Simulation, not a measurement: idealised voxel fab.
process module | voxel self aligned vias
cross-section cut | 260 nm wide | cells 5 nm
A cross-section is a grid of square cells, given in bands from the top down. A band is one or more rows of cells.
Each band's line starts with the height of the band's top and of its bottom, in nm. Then come its materials from left to right, each with its width in nm. One material with "throughout" fills the band from edge to edge. "air" is empty space.
Height 0 is the level under which the wafer as received is all one material. The lowest band goes on downwards, as in "0 down".
A width such as "30 to 40" changes by the same amount from each row of cells to the next, from the band's top row to its bottom row.
"no change" after a step means that no cell of the cross-section changed.
closed voids: empty space of 8 cells or more with no open way to the top, each as width x height at its distance from the left edge, in nm
after a step's settings: what the simulator itself notes on the step
overlay nm, on a step with a mask: how far to the right of its planned place the mask lay; to the left if negative
plan
1 op RECEIVE | material Si
2 op CONFORMAL_DEP | material SiO2 | thk nm 15
3 op CONFORMAL_DEP | material SiCN | thk nm 5
4 op DIRECTIONAL_DEP | material SiO2 | thk nm 30
5 op PATTERN | tone open | mask id LINES | material resist | width nm 30 | pitch nm 60 | thk nm 20 | overlay nm 0
6 op DIRECTIONAL_ETCH | etch materials SiO2 | depth nm 30
7 op STRIP | etch materials resist
8 op CONFORMAL_DEP | material TiN | thk nm 5
9 op FILL_DEP | material Ru | thk nm 10
10 op CMP | height nm 50
11 op SELECTIVE_ETCH | etch materials W Ru TiN | depth nm 5
12 op FILL_DEP | material SiN | thk nm 10
13 op CMP | height nm 50
14 op DIRECTIONAL_DEP | material SiO2 | thk nm 15
15 op MASKED_ETCH | tone open | mask id VIAS | width nm 40 | pitch nm 60 | etch materials SiO2 | depth nm 15 | overlay nm 0
16 op MASKED_ETCH | tone open | mask id VIAS | width nm 40 | pitch nm 60 | etch materials SiN | depth nm 5 | overlay nm 0
17 op CONFORMAL_DEP | material TiN | thk nm 5
18 op FILL_DEP | material W | thk nm 10
19 op CMP | height nm 65
20 op CONFORMAL_DEP | material SiCN | thk nm 5
first wafer, as planned
as received, after step 1
  0 down: Si throughout
  closed voids: none
after step 2
  15 to 0: SiO2 throughout
  below 0: unchanged
after step 3
  20 to 15: SiCN throughout
  below 15: unchanged
after step 4
  50 to 20: SiO2 throughout
  below 20: unchanged
after step 5
  70 to 50: resist 55 | air 30 | resist 30 | air 30 | resist 30 | air 30 | resist 55
  below 50: unchanged
after step 6
  70 to 50: resist 55 | air 30 | resist 30 | air 30 | resist 30 | air 30 | resist 55
  50 to 20: SiO2 55 | air 30 | SiO2 30 | air 30 | SiO2 30 | air 30 | SiO2 55
  below 20: unchanged
after step 7
  50 to 20: SiO2 55 | air 30 | SiO2 30 | air 30 | SiO2 30 | air 30 | SiO2 55
  below 20: unchanged
after step 8
  55 to 50: TiN 60 | air 20 | TiN 40 | air 20 | TiN 40 | air 20 | TiN 60
  50 to 25: SiO2 55 | TiN 5 | air 20 | TiN 5 | SiO2 30 | TiN 5 | air 20 | TiN 5 | SiO2 30 | TiN 5 | air 20 | TiN 5 | SiO2 55
  25 to 20: SiO2 55 | TiN 30 | SiO2 30 | TiN 30 | SiO2 30 | TiN 30 | SiO2 55
  below 20: unchanged
after step 9
  65 to 55: Ru throughout
  55 to 50: TiN 60 | Ru 20 | TiN 40 | Ru 20 | TiN 40 | Ru 20 | TiN 60
  50 to 25: SiO2 55 | TiN 5 | Ru 20 | TiN 5 | SiO2 30 | TiN 5 | Ru 20 | TiN 5 | SiO2 30 | TiN 5 | Ru 20 | TiN 5 | SiO2 55
  below 25: unchanged
after step 10
  50 to 25: SiO2 55 | TiN 5 | Ru 20 | TiN 5 | SiO2 30 | TiN 5 | Ru 20 | TiN 5 | SiO2 30 | TiN 5 | Ru 20 | TiN 5 | SiO2 55
  below 25: unchanged
after step 11
  50 to 45: SiO2 55 | air 30 | SiO2 30 | air 30 | SiO2 30 | air 30 | SiO2 55
  below 45: unchanged
after step 12
  60 to 50: SiN throughout
  50 to 45: SiO2 55 | SiN 30 | SiO2 30 | SiN 30 | SiO2 30 | SiN 30 | SiO2 55
  below 45: unchanged
after step 13
  50 to 45: SiO2 55 | SiN 30 | SiO2 30 | SiN 30 | SiO2 30 | SiN 30 | SiO2 55
  below 45: unchanged
after step 14
  65 to 50: SiO2 throughout
  below 50: unchanged
after step 15
  65 to 50: SiO2 50 | air 40 | SiO2 20 | air 40 | SiO2 20 | air 40 | SiO2 50
  below 50: unchanged
after step 16
  65 to 50: SiO2 50 | air 40 | SiO2 20 | air 40 | SiO2 20 | air 40 | SiO2 50
  50 to 45: SiO2 55 | air 30 | SiO2 30 | air 30 | SiO2 30 | air 30 | SiO2 55
  below 45: unchanged
after step 17
  70 to 65: TiN 55 | air 30 | TiN 30 | air 30 | TiN 30 | air 30 | TiN 55
  65 to 55: SiO2 50 | TiN 5 | air 30 | TiN 5 | SiO2 20 | TiN 5 | air 30 | TiN 5 | SiO2 20 | TiN 5 | air 30 | TiN 5 | SiO2 50
  55 to 50: SiO2 50 | TiN 10 | air 20 | TiN 10 | SiO2 20 | TiN 10 | air 20 | TiN 10 | SiO2 20 | TiN 10 | air 20 | TiN 10 | SiO2 50
  50 to 45: SiO2 55 | TiN 30 | SiO2 30 | TiN 30 | SiO2 30 | TiN 30 | SiO2 55
  below 45: unchanged
after step 18
  80 to 70: W throughout
  70 to 65: TiN 55 | W 30 | TiN 30 | W 30 | TiN 30 | W 30 | TiN 55
  65 to 55: SiO2 50 | TiN 5 | W 30 | TiN 5 | SiO2 20 | TiN 5 | W 30 | TiN 5 | SiO2 20 | TiN 5 | W 30 | TiN 5 | SiO2 50
  55 to 50: SiO2 50 | TiN 10 | W 20 | TiN 10 | SiO2 20 | TiN 10 | W 20 | TiN 10 | SiO2 20 | TiN 10 | W 20 | TiN 10 | SiO2 50
  below 50: unchanged
after step 19
  65 to 55: SiO2 50 | TiN 5 | W 30 | TiN 5 | SiO2 20 | TiN 5 | W 30 | TiN 5 | SiO2 20 | TiN 5 | W 30 | TiN 5 | SiO2 50
  below 55: unchanged
after step 20
  70 to 65: SiCN throughout
  below 65: unchanged
second wafer: like start, like plan, one mistake. Through step 1 it matches the first wafer
when step 2 should have ended: no change
when step 3 should have ended
  5 to 0: SiCN throughout
  below 0: unchanged
when step 4 should have ended
  35 to 5: SiO2 throughout
  below 5: unchanged
when step 5 should have ended
  55 to 35: resist 55 | air 30 | resist 30 | air 30 | resist 30 | air 30 | resist 55
  below 35: unchanged
when step 6 should have ended
  55 to 35: resist 55 | air 30 | resist 30 | air 30 | resist 30 | air 30 | resist 55
  35 to 5: SiO2 55 | air 30 | SiO2 30 | air 30 | SiO2 30 | air 30 | SiO2 55
  below 5: unchanged
when step 7 should have ended
  35 to 5: SiO2 55 | air 30 | SiO2 30 | air 30 | SiO2 30 | air 30 | SiO2 55
  below 5: unchanged
when step 8 should have ended
  40 to 35: TiN 60 | air 20 | TiN 40 | air 20 | TiN 40 | air 20 | TiN 60
  35 to 10: SiO2 55 | TiN 5 | air 20 | TiN 5 | SiO2 30 | TiN 5 | air 20 | TiN 5 | SiO2 30 | TiN 5 | air 20 | TiN 5 | SiO2 55
  10 to 5: SiO2 55 | TiN 30 | SiO2 30 | TiN 30 | SiO2 30 | TiN 30 | SiO2 55
  below 5: unchanged
when step 9 should have ended
  50 to 40: Ru throughout
  40 to 35: TiN 60 | Ru 20 | TiN 40 | Ru 20 | TiN 40 | Ru 20 | TiN 60
  35 to 10: SiO2 55 | TiN 5 | Ru 20 | TiN 5 | SiO2 30 | TiN 5 | Ru 20 | TiN 5 | SiO2 30 | TiN 5 | Ru 20 | TiN 5 | SiO2 55
  below 10: unchanged
when step 10 should have ended: no change
when step 11 should have ended
  45 to 40: Ru throughout
  below 40: unchanged
when step 12 should have ended
  55 to 45: SiN throughout
  below 45: unchanged
when step 13 should have ended
  50 to 45: SiN throughout
  below 45: unchanged
when step 14 should have ended
  65 to 50: SiO2 throughout
  below 50: unchanged
when step 15 should have ended
  65 to 50: SiO2 50 | air 40 | SiO2 20 | air 40 | SiO2 20 | air 40 | SiO2 50
  below 50: unchanged
when step 16 should have ended
  65 to 50: SiO2 50 | air 40 | SiO2 20 | air 40 | SiO2 20 | air 40 | SiO2 50
  50 to 45: SiN 50 | air 40 | SiN 20 | air 40 | SiN 20 | air 40 | SiN 50
  below 45: unchanged
when step 17 should have ended
  70 to 65: TiN 55 | air 30 | TiN 30 | air 30 | TiN 30 | air 30 | TiN 55
  65 to 50: SiO2 50 | TiN 5 | air 30 | TiN 5 | SiO2 20 | TiN 5 | air 30 | TiN 5 | SiO2 20 | TiN 5 | air 30 | TiN 5 | SiO2 50
  50 to 45: SiN 50 | TiN 40 | SiN 20 | TiN 40 | SiN 20 | TiN 40 | SiN 50
  below 45: unchanged
when step 18 should have ended
  80 to 70: W throughout
  70 to 65: TiN 55 | W 30 | TiN 30 | W 30 | TiN 30 | W 30 | TiN 55
  65 to 50: SiO2 50 | TiN 5 | W 30 | TiN 5 | SiO2 20 | TiN 5 | W 30 | TiN 5 | SiO2 20 | TiN 5 | W 30 | TiN 5 | SiO2 50
  below 50: unchanged
when step 19 should have ended
  65 to 50: SiO2 50 | TiN 5 | W 30 | TiN 5 | SiO2 20 | TiN 5 | W 30 | TiN 5 | SiO2 20 | TiN 5 | W 30 | TiN 5 | SiO2 50
  below 50: unchanged
when step 20 should have ended
  70 to 65: SiCN throughout
  below 65: unchanged
what went wrong: step 2 was left out
at the end the second wafer has, in cells: 76 more of Ru | 28 more of SiN | 156 fewer of SiO2 | 46 more of TiN | 6 more of W
